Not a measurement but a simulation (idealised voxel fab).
process module | voxel quadruple lines
cross-section cut | 265 nm wide | cells 5 nm
A cross-section is a grid of square cells, given in bands from the top down. A band is one or more rows of cells.
Each band's line starts with the height of the band's top and of its bottom, in nm. Then come its materials from left to right, each with its width in nm. One material with "throughout" fills the band from edge to edge. "air" is empty space.
Height 0 is the level under which the wafer as received is all one material. The lowest band goes on downwards, as in "0 down".
A width such as "30 to 40" changes by the same amount from each row of cells to the next, from the band's top row to its bottom row.
"no change" after a step means that no cell of the cross-section changed.
closed voids: empty space of 8 cells or more with no open way to the top, each as width x height at its distance from the left edge, in nm
after a step's settings: what the simulator itself notes on the step
overlay nm, on a step with a mask: how far to the right of its planned place the mask lay; to the left if negative
plan
1 op RECEIVE | material Si
2 op CONFORMAL_DEP | material Al2O3 | thk nm 5
3 op DIRECTIONAL_DEP | material W | thk nm 10
4 op DIRECTIONAL_DEP | material polySi | thk nm 15
5 op DIRECTIONAL_DEP | material aC | thk nm 20
6 op PATTERN | tone cover | mask id MANDREL | material resist | width nm 20 | pitch nm 60 | thk nm 25 | overlay nm 0
7 op DIRECTIONAL_ETCH | etch materials aC | depth nm 20
8 op STRIP | etch materials resist
9 op CONFORMAL_DEP | material SiO2 | thk nm 10
10 op DIRECTIONAL_ETCH | etch materials SiO2 | depth nm 10
11 op STRIP | etch materials aC
12 op DIRECTIONAL_ETCH | etch materials polySi | depth nm 15
13 op STRIP | etch materials SiO2
14 op CONFORMAL_DEP | material SiN | thk nm 5
15 op DIRECTIONAL_ETCH | etch materials SiN | depth nm 5
16 op STRIP | etch materials polySi
17 op DIRECTIONAL_ETCH | etch materials W | depth nm 10
18 op STRIP | etch materials SiN
19 op FILL_DEP | material SiO2 | thk nm 10
20 op CMP | height nm 15
first wafer, as planned
as received, after step 1
  0 down: Si throughout
  closed voids: none
after step 2
  5 to 0: Al2O3 throughout
  below 0: unchanged
after step 3
  15 to 5: W throughout
  below 5: unchanged
after step 4
  30 to 15: polySi throughout
  below 15: unchanged
after step 5
  50 to 30: aC throughout
  below 30: unchanged
after step 6
  75 to 50: air 90 | resist 20 | air 40 | resist 20 | air 95
  below 50: unchanged
after step 7
  55 to 50: air 90 | resist 20 | air 40 | resist 20 | air 95
  50 to 30: air 90 | aC 20 | air 40 | aC 20 | air 95
  below 30: unchanged
after step 8
  50 to 30: air 90 | aC 20 | air 40 | aC 20 | air 95
  below 30: unchanged
after step 9
  60 to 50: air 80 | SiO2 40 | air 20 | SiO2 40 | air 85
  50 to 40: air 80 | SiO2 10 | aC 20 | SiO2 10 | air 20 | SiO2 10 | aC 20 | SiO2 10 | air 85
  40 to 30: SiO2 90 | aC 20 | SiO2 40 | aC 20 | SiO2 95
  below 30: unchanged
after step 10
  50 to 30: air 80 | SiO2 10 | aC 20 | SiO2 10 | air 20 | SiO2 10 | aC 20 | SiO2 10 | air 85
  below 30: unchanged
after step 11
  50 to 30: air 80 | SiO2 10 | air 20 | SiO2 10 | air 20 | SiO2 10 | air 20 | SiO2 10 | air 85
  below 30: unchanged
after step 12
  50 to 30: air 80 | SiO2 10 | air 20 | SiO2 10 | air 20 | SiO2 10 | air 20 | SiO2 10 | air 85
  30 to 15: air 80 | polySi 10 | air 20 | polySi 10 | air 20 | polySi 10 | air 20 | polySi 10 | air 85
  below 15: unchanged
after step 13
  30 to 15: air 80 | polySi 10 | air 20 | polySi 10 | air 20 | polySi 10 | air 20 | polySi 10 | air 85
  below 15: unchanged
after step 14
  35 to 30: air 75 | SiN 20 | air 10 | SiN 20 | air 10 | SiN 20 | air 10 | SiN 20 | air 80
  30 to 20: air 75 | SiN 5 | polySi 10 | SiN 5 | air 10 | SiN 5 | polySi 10 | SiN 5 | air 10 | SiN 5 | polySi 10 | SiN 5 | air 10 | SiN 5 | polySi 10 | SiN 5 | air 80
  20 to 15: SiN 80 | polySi 10 | SiN 20 | polySi 10 | SiN 20 | polySi 10 | SiN 20 | polySi 10 | SiN 85
  below 15: unchanged
after step 15
  30 to 15: air 75 | SiN 5 | polySi 10 | SiN 5 | air 10 | SiN 5 | polySi 10 | SiN 5 | air 10 | SiN 5 | polySi 10 | SiN 5 | air 10 | SiN 5 | polySi 10 | SiN 5 | air 80
  below 15: unchanged
after step 16
  30 to 15: air 75 | SiN 5 | air 10 | SiN 5 | air 10 | SiN 5 | air 10 | SiN 5 | air 10 | SiN 5 | air 10 | SiN 5 | air 10 | SiN 5 | air 10 | SiN 5 | air 80
  below 15: unchanged
after step 17
  30 to 15: air 75 | SiN 5 | air 10 | SiN 5 | air 10 | SiN 5 | air 10 | SiN 5 | air 10 | SiN 5 | air 10 | SiN 5 | air 10 | SiN 5 | air 10 | SiN 5 | air 80
  15 to 5: air 75 | W 5 | air 10 | W 5 | air 10 | W 5 | air 10 | W 5 | air 10 | W 5 | air 10 | W 5 | air 10 | W 5 | air 10 | W 5 | air 80
  below 5: unchanged
after step 18
  15 to 5: air 75 | W 5 | air 10 | W 5 | air 10 | W 5 | air 10 | W 5 | air 10 | W 5 | air 10 | W 5 | air 10 | W 5 | air 10 | W 5 | air 80
  below 5: unchanged
after step 19
  25 to 15: SiO2 throughout
  15 to 5: SiO2 75 | W 5 | SiO2 10 | W 5 | SiO2 10 | W 5 | SiO2 10 | W 5 | SiO2 10 | W 5 | SiO2 10 | W 5 | SiO2 10 | W 5 | SiO2 10 | W 5 | SiO2 80
  below 5: unchanged
after step 20
  15 to 5: SiO2 75 | W 5 | SiO2 10 | W 5 | SiO2 10 | W 5 | SiO2 10 | W 5 | SiO2 10 | W 5 | SiO2 10 | W 5 | SiO2 10 | W 5 | SiO2 10 | W 5 | SiO2 80
  below 5: unchanged
second wafer: like start, like plan, one mistake. Through step 5 it matches the first wafer
when step 6 should have ended
  75 to 50: resist 90 | air 20 | resist 40 | air 20 | resist 95
  below 50: unchanged
when step 7 should have ended
  55 to 50: resist 90 | air 20 | resist 40 | air 20 | resist 95
  50 to 30: aC 90 | air 20 | aC 40 | air 20 | aC 95
  below 30: unchanged
when step 8 should have ended
  50 to 30: aC 90 | air 20 | aC 40 | air 20 | aC 95
  below 30: unchanged
when step 9 should have ended
  60 to 50: SiO2 throughout
  50 to 30: aC 90 | SiO2 20 | aC 40 | SiO2 20 | aC 95
  below 30: unchanged
when step 10 should have ended
  50 to 30: aC 90 | SiO2 20 | aC 40 | SiO2 20 | aC 95
  below 30: unchanged
when step 11 should have ended
  50 to 30: air 90 | SiO2 20 | air 40 | SiO2 20 | air 95
  below 30: unchanged
when step 12 should have ended
  50 to 30: air 90 | SiO2 20 | air 40 | SiO2 20 | air 95
  30 to 15: air 90 | polySi 20 | air 40 | polySi 20 | air 95
  below 15: unchanged
when step 13 should have ended
  30 to 15: air 90 | polySi 20 | air 40 | polySi 20 | air 95
  below 15: unchanged
when step 14 should have ended
  35 to 30: air 85 | SiN 30 | air 30 | SiN 30 | air 90
  30 to 20: air 85 | SiN 5 | polySi 20 | SiN 5 | air 30 | SiN 5 | polySi 20 | SiN 5 | air 90
  20 to 15: SiN 90 | polySi 20 | SiN 40 | polySi 20 | SiN 95
  below 15: unchanged
when step 15 should have ended
  30 to 15: air 85 | SiN 5 | polySi 20 | SiN 5 | air 30 | SiN 5 | polySi 20 | SiN 5 | air 90
  below 15: unchanged
when step 16 should have ended
  30 to 15: air 85 | SiN 5 | air 20 | SiN 5 | air 30 | SiN 5 | air 20 | SiN 5 | air 90
  below 15: unchanged
when step 17 should have ended
  30 to 15: air 85 | SiN 5 | air 20 | SiN 5 | air 30 | SiN 5 | air 20 | SiN 5 | air 90
  15 to 5: air 85 | W 5 | air 20 | W 5 | air 30 | W 5 | air 20 | W 5 | air 90
  below 5: unchanged
when step 18 should have ended
  15 to 5: air 85 | W 5 | air 20 | W 5 | air 30 | W 5 | air 20 | W 5 | air 90
  below 5: unchanged
when step 19 should have ended
  25 to 15: SiO2 throughout
  15 to 5: SiO2 85 | W 5 | SiO2 20 | W 5 | SiO2 30 | W 5 | SiO2 20 | W 5 | SiO2 90
  below 5: unchanged
when step 20 should have ended
  15 to 5: SiO2 85 | W 5 | SiO2 20 | W 5 | SiO2 30 | W 5 | SiO2 20 | W 5 | SiO2 90
  below 5: unchanged
what went wrong: step 6 ran as: op PATTERN | tone open | mask id MANDREL | material resist | width nm 20 | pitch nm 60 | thk nm 25 | overlay nm 0
at the end the second wafer has, in cells: 8 more of SiO2 | 8 fewer of W
